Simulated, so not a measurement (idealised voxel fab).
Title: Process Module voxel plated lines
Square cell edge 5 nm, section width 180 nm, ID cut.
A cross-section is a grid of square cells, given in bands from the top down. A band is one or more rows of cells. Each band's line starts with the height of the band's top and of its bottom, in nm. Then come its materials from left to right, each with its width in nm. One material with "all across" fills the band from edge to edge. "air" is empty space. It should be noted that heights are counted from 0, beneath which the wafer as supplied is of one material throughout, and that the lowest band possesses no lower boundary but continues downward, as written in "0 and below". A width such as "30 to 40" changes by the same amount from each row of cells to the next, from the band's top row to its bottom row. "left unchanged" means the step left every cell of the cross-section as it was. "Closed internal voids" contains a list of empty spaces, each no smaller than 8 cells and without an open way to the top, written in the form width x height at distance with the distance from the left edge and all three in nm. Anything after a step's settings on that line? It's the simulator's own note about the step. overlay nm: right-of-plan distance of the mask on a masked step; negative values mean left-of-plan.
This section lists the process steps that were planned
1,RECEIVE: material Si
2,CONFORMAL_DEP: material Al2O3, thk nm 15
3,DIRECTIONAL_DEP: material TiN, thk nm 5
4,PATTERN: tone open, mask id LINES, material resist, width nm 15, pitch nm 35, thk nm 25, overlay nm -15
5,EPI: material Ru, thk nm 10
6,EPI: material Ru, thk nm 10
7,STRIP: etch materials resist
8,DIRECTIONAL_ETCH: etch materials TiN, depth nm 5
9,CONFORMAL_DEP: material SiO2, thk nm 10
Across this set of wafers, the varied parameter is the overlay nm of step 4. Starting conditions are identical for every wafer, and the plan reports the value assigned to the first wafer.
As-received cross-section, first of several wafers, post step 1
0 and below  Si all across
Closed internal voids: none
Last step of the module is step 9; after it, the first of several wafers in cross-section
50 down to 40  air (40); SiO2 (70); air (70)
40 down to 25  air (40); SiO2 (10); Ru (15); SiO2 (20); Ru (15); SiO2 (10); air (70)
25 down to 20  SiO2 (50); Ru (15); SiO2 (20); Ru (15); SiO2 (80)
20 down to 15  SiO2 (50); TiN (15); SiO2 (20); TiN (15); SiO2 (80)
15 down to 0  Al2O3 all across
0 and below  Si all across
Closed internal voids: none
Cross-section of the last wafer at end of module
50 down to 40  air (70); SiO2 (70); air (40)
40 down to 25  air (70); SiO2 (10); Ru (15); SiO2 (20); Ru (15); SiO2 (10); air (40)
25 down to 20  SiO2 (80); Ru (15); SiO2 (20); Ru (15); SiO2 (50)
20 down to 15  SiO2 (80); TiN (15); SiO2 (20); TiN (15); SiO2 (50)
15 down to 0  Al2O3 all across
0 and below  Si all across
Closed internal voids: none
Table: wafers, a row each; end-of-module cell change per material since receipt, gain (+), loss (-); then closed voids
overlay nm -15, +108 Al2O3, +24 Ru, +112 SiO2, +6 TiN, Closed internal voids: none
overlay nm -10, +108 Al2O3, +24 Ru, +112 SiO2, +6 TiN, Closed internal voids: none
overlay nm -5, +108 Al2O3, +24 Ru, +112 SiO2, +6 TiN, Closed internal voids: none
overlay nm 0, +108 Al2O3, +24 Ru, +112 SiO2, +6 TiN, Closed internal voids: none
overlay nm 5, +108 Al2O3, +24 Ru, +112 SiO2, +6 TiN, Closed internal voids: none
overlay nm 10, +108 Al2O3, +24 Ru, +112 SiO2, +6 TiN, Closed internal voids: none
overlay nm 15, +108 Al2O3, +24 Ru, +112 SiO2, +6 TiN, Closed internal voids: none
